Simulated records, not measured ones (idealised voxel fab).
process module | voxel ribs on slabs
cross-section cut | 285 nm wide | cells 5 nm
A cross-section is a grid of square cells, given in bands from the top down. A band is one or more rows of cells.
Each band's line starts with the height of the band's top and of its bottom, in nm. Then come its materials from left to right, each with its width in nm. One material with "throughout" fills the band from edge to edge. "air" is empty space.
Height 0 is the level under which the wafer as received is all one material. The lowest band goes on downwards, as in "0 down".
A width such as "30 to 40" changes by the same amount from each row of cells to the next, from the band's top row to its bottom row.
"no change" after a step means that no cell of the cross-section changed.
closed voids: empty space of 8 cells or more with no open way to the top, each as width x height at its distance from the left edge, in nm
after a step's settings: what the simulator itself notes on the step
overlay nm, on a step with a mask: how far to the right of its planned place the mask lay; to the left if negative
plan
1 op RECEIVE | material Si
2 op DIRECTIONAL_DEP | material SiO2 | thk nm 25
3 op DIRECTIONAL_DEP | material polySi | thk nm 25
4 op PATTERN | tone cover | mask id RIB | material resist | width nm 30 | thk nm 20 | overlay nm 0
5 op DIRECTIONAL_ETCH | etch materials polySi | depth nm 5
6 op STRIP | etch materials resist
7 op PATTERN | tone cover | mask id SLAB | material resist | width nm 90 | thk nm 15 | overlay nm 0
8 op DIRECTIONAL_ETCH | etch materials polySi | depth nm 20
9 op STRIP | etch materials resist
10 op FILL_DEP | material SiO2 | thk nm 20
11 op CMP | height nm 65
12 op DIRECTIONAL_DEP | material W | thk nm 10
13 op MASKED_ETCH | tone cover | mask id HEATER | width nm 40 | etch materials W | depth nm 10 | overlay nm 0
14 op CONFORMAL_DEP | material SiO2 | thk nm 10
as received, after step 1
  0 down: Si throughout
  closed voids: none
a wafer at the end: this start, this plan, one mistake
  85 to 75: air 110 | SiO2 60 | air 115
  75 to 65: SiO2 120 | W 40 | SiO2 125
  65 to 25: SiO2 throughout
  25 to 0: polySi throughout
  0 down: Si throughout
  closed voids: none
what went wrong: steps 2 and 3 were swapped
